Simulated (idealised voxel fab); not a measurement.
Proc. module: voxel ribs on slabs
This is section cut - it's 155 nm across, gridded in 5 nm square cells.
Notation: cross-section as square-cell grid; stated in bands, top first, going down; one or more cell rows per band. The entry gives the band's vertical extent as a top height and a bottom height in nm, then its horizontal make-up as materials from left to right, each with a width in nm. "empty" stands for empty space; a single material marked "full width" fills the band edge to edge. Measure heights from 0. That's the level where, below it, the as-received wafer is all one material. The lowest band is bottomless and extends downward; write it as in "0..down". The notation "30 to 40" denotes a width that varies across the rows of cells in the band, beginning at the first number in the top row, finishing at the second number in the bottom row, and changing by an identical amount from each row to the next. The cross-section has no changed cell in any step marked "identical to before". What "Enclosed void list" gives you is every empty space of 8 cells or more that is cut off from the top. Each appears as width x height at distance, with the distance taken from the left edge and width, height and distance all in nm. Text after the settings on a step's line: the simulator's own remark on that step. overlay nm: step with mask; distance mask lay right of planned place; negative value = left of planned place.
Steps in the process plan:
step 1: RECEIVE [material Si]
step 2: DIRECTIONAL_DEP [material SiO2] [thk nm 25]
step 3: DIRECTIONAL_DEP [material SiN] [thk nm 20]
step 4: PATTERN [tone cover] [mask id RIB] [material resist] [width nm 15] [thk nm 15] [overlay nm 0]
step 5: DIRECTIONAL_ETCH [etch materials SiN] [depth nm 5]
step 6: STRIP [etch materials resist]
step 7: PATTERN [tone cover] [mask id SLAB] [material resist] [width nm 65] [thk nm 15] [overlay nm 0]
step 8: DIRECTIONAL_ETCH [etch materials SiN] [depth nm 15]
step 9: STRIP [etch materials resist]
step 10: FILL_DEP [material SiO2] [thk nm 25]
step 11: CMP [height nm 60]
step 12: DIRECTIONAL_DEP [material TiN] [thk nm 10]
step 13: MASKED_ETCH [tone cover] [mask id HEATER] [width nm 25] [etch materials TiN] [depth nm 10] [overlay nm 0]
step 14: CONFORMAL_DEP [material SiO2] [thk nm 5]
Cross-section: wafer on arrival = after step 1:
    0..down  Si full width
    Enclosed void list: none
End-of-module cross-section of the first of two wafers, processed as planned:
    75..70  empty: 60 / SiO2: 35 / empty: 60
    70..65  empty: 60 / SiO2: 5 / TiN: 25 / SiO2: 5 / empty: 60
    65..60  SiO2: 65 / TiN: 25 / SiO2: 65
    60..45  SiO2 full width
    45..40  SiO2: 70 / SiN: 15 / SiO2: 70
    40..25  SiO2: 45 / SiN: 65 / SiO2: 45
    25..0  SiO2 full width
    0..down  Si full width
    Enclosed void list: none
Presented here is a cross-section of the second of the two wafers as it stood at the end of the module. It was started in the same manner and assigned the same plan as the first wafer; however, one mistake was made in its execution:
    80..75  empty: 60 / SiO2: 35 / empty: 60
    75..70  empty: 60 / SiO2: 5 / TiN: 25 / SiO2: 5 / empty: 60
    70..65  SiO2: 65 / TiN: 25 / SiO2: 65
    65..45  SiO2 full width
    45..40  SiO2: 70 / SiN: 15 / SiO2: 70
    40..25  SiO2: 45 / SiN: 65 / SiO2: 45
    25..0  SiO2 full width
    0..down  Si full width
    Enclosed void list: none
Deviation from plan: it should be noted that step 11 was executed with settings other than those planned, the operation and settings actually applied being CMP [height nm 65]
Count the cells at the end and the second wafer has more or fewer of some materials than the first: +31 SiO2
